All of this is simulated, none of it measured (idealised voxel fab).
Process module, titled voxel ribs on slabs
Cross-section cut spans 140 nm and uses square cells 5 nm in size.
In what follows, cross-sections appear as grids of square cells, described through bands that run from the top down, where every band is one or more rows of cells.
Heights first: top, then bottom, in nm. Then materials, left to right, each with a width in nm. "throughout" on a single material: fills the band edge to edge. "air": empty space.
Height reference: 0 = level under which incoming wafer is all one material. Lowest band: no bottom, runs on downward, e.g. "top 0, no bottom".
The expression "30 to 40" gives the width at the extremes of the band, the first number at its top row of cells and the second at its bottom row, with the width changing by equal amounts from each row to the next in between.
The designation "remained unchanged", where it is given for a processing step, indicates that no cell of the cross-section was altered in the course of that step.
In the "Closed void table" entry, you get each enclosed empty space of 8 cells or more, one with no open way to the top, written width x height at distance, distance from the left edge, in nm.
It should be noted that, on the line of a given step, the content following the step's settings is a remark produced by the simulator itself with respect to that step.
overlay nm: where the mask lay relative to plan, measured to the right, on steps with a mask; negatives go left.

Listed below are the process steps as planned:
1: RECEIVE, material Si
2: DIRECTIONAL_DEP, material SiO2, thk nm 30
3: DIRECTIONAL_DEP, material SiN, thk nm 20
4: MASKED_ETCH, tone cover, mask id RIB, width nm 20, etch materials SiN, depth nm 5, overlay nm 0
5: PATTERN, tone cover, mask id SLAB, material resist, width nm 50, thk nm 15, overlay nm 0
6: DIRECTIONAL_ETCH, etch materials SiN, depth nm 15
7: STRIP, etch materials resist
8: FILL_DEP, material SiO2, thk nm 25
9: CMP, height nm 65
10: DIRECTIONAL_DEP, material W, thk nm 10
11: DIRECTIONAL_DEP, material aC, thk nm 15
12: PATTERN, tone cover, mask id HEATER, material resist, width nm 30, thk nm 35, overlay nm 0
13: DIRECTIONAL_ETCH, etch materials aC, depth nm 15
14: STRIP, etch materials resist
15: DIRECTIONAL_ETCH, etch materials W, depth nm 10
16: STRIP, etch materials aC
17: CONFORMAL_DEP, material SiN, thk nm 5

The following pertains to the first of two wafers, which was processed as planned:

Here's what the wafer looked like in cross-section when it arrived - that's after step 1:
  top 0, no bottom = Si throughout
  Closed void table: none

You're looking at a cross-section of the wafer after step 2:
  top 30, bottom 0 = SiO2 throughout
  Below a height of 0, the structure has not been altered.

You're looking at a cross-section of the wafer after step 3:
  top 50, bottom 30 = SiN throughout
  Below a height of 30, the structure has not been altered.

You're looking at a cross-section of the wafer after step 4:
  top 50, bottom 45 = 60 air; 20 SiN; 60 air
  Below a height of 45, the structure has not been altered.

You're looking at a cross-section of the wafer after step 5:
  top 65, bottom 50 = 45 air; 50 resist; 45 air
  top 50, bottom 45 = 45 air; 15 resist; 20 SiN; 15 resist; 45 air
  Below a height of 45, the structure has not been altered.

You're looking at a cross-section of the wafer after step 6:
  top 65, bottom 50 = 45 air; 50 resist; 45 air
  top 50, bottom 45 = 45 air; 15 resist; 20 SiN; 15 resist; 45 air
  top 45, bottom 30 = 45 air; 50 SiN; 45 air
  Below a height of 30, the structure has not been altered.

You're looking at a cross-section of the wafer after step 7:
  top 50, bottom 45 = 60 air; 20 SiN; 60 air
  Below a height of 45, the structure has not been altered.

You're looking at a cross-section of the wafer after step 8:
  top 75, bottom 50 = SiO2 throughout
  top 50, bottom 45 = 60 SiO2; 20 SiN; 60 SiO2
  top 45, bottom 30 = 45 SiO2; 50 SiN; 45 SiO2
  Below a height of 30, the structure has not been altered.

You're looking at a cross-section of the wafer after step 9:
  top 65, bottom 50 = SiO2 throughout
  Below a height of 50, the structure has not been altered.

You're looking at a cross-section of the wafer after step 10:
  top 75, bottom 65 = W throughout
  Below a height of 65, the structure has not been altered.

You're looking at a cross-section of the wafer after step 11:
  top 90, bottom 75 = aC throughout
  Below a height of 75, the structure has not been altered.

You're looking at a cross-section of the wafer after step 12:
  top 125, bottom 90 = 55 air; 30 resist; 55 air
  Below a height of 90, the structure has not been altered.

You're looking at a cross-section of the wafer after step 13:
  top 110, bottom 90 = 55 air; 30 resist; 55 air
  top 90, bottom 75 = 55 air; 30 aC; 55 air
  Below a height of 75, the structure has not been altered.

You're looking at a cross-section of the wafer after step 14:
  top 90, bottom 75 = 55 air; 30 aC; 55 air
  Below a height of 75, the structure has not been altered.

You're looking at a cross-section of the wafer after step 15:
  top 90, bottom 75 = 55 air; 30 aC; 55 air
  top 75, bottom 65 = 55 air; 30 W; 55 air
  Below a height of 65, the structure has not been altered.

You're looking at a cross-section of the wafer after step 16:
  top 75, bottom 65 = 55 air; 30 W; 55 air
  Below a height of 65, the structure has not been altered.

You're looking at a cross-section of the wafer after step 17:
  top 80, bottom 75 = 50 air; 40 SiN; 50 air
  top 75, bottom 70 = 50 air; 5 SiN; 30 W; 5 SiN; 50 air
  top 70, bottom 65 = 55 SiN; 30 W; 55 SiN
  Below a height of 65, the structure has not been altered.

Wafer two. Same start, same plan, one slip in execution. Same as wafer one through step 11, inclusive:

Second wafer cross-section, taken as of the time the plan sets for step 12 to be done:
  top 125, bottom 90 = 60 air; 20 resist; 60 air
  Below a height of 90, the structure has not been altered.

Second wafer cross-section, taken as of the time the plan sets for step 13 to be done:
  top 110, bottom 90 = 60 air; 20 resist; 60 air
  top 90, bottom 75 = 60 air; 20 aC; 60 air
  Below a height of 75, the structure has not been altered.

Second wafer cross-section, taken as of the time the plan sets for step 14 to be done:
  top 90, bottom 75 = 60 air; 20 aC; 60 air
  Below a height of 75, the structure has not been altered.

Second wafer cross-section, taken as of the time the plan sets for step 15 to be done:
  top 90, bottom 75 = 60 air; 20 aC; 60 air
  top 75, bottom 65 = 60 air; 20 W; 60 air
  Below a height of 65, the structure has not been altered.

Second wafer cross-section, taken as of the time the plan sets for step 16 to be done:
  top 75, bottom 65 = 60 air; 20 W; 60 air
  Below a height of 65, the structure has not been altered.

Second wafer cross-section, taken as of the time the plan sets for step 17 to be done:
  top 80, bottom 75 = 55 air; 30 SiN; 55 air
  top 75, bottom 70 = 55 air; 5 SiN; 20 W; 5 SiN; 55 air
  top 70, bottom 65 = 60 SiN; 20 W; 60 SiN
  Below a height of 65, the structure has not been altered.
Misprocessing identified: not per plan at step 12, really ran PATTERN, tone cover, mask id HEATER, material resist, width nm 20, thk nm 35, overlay nm 0
Bottom line after processing is that, in cells, the second wafer is up or down on some materials versus the first: W: 4 fewer
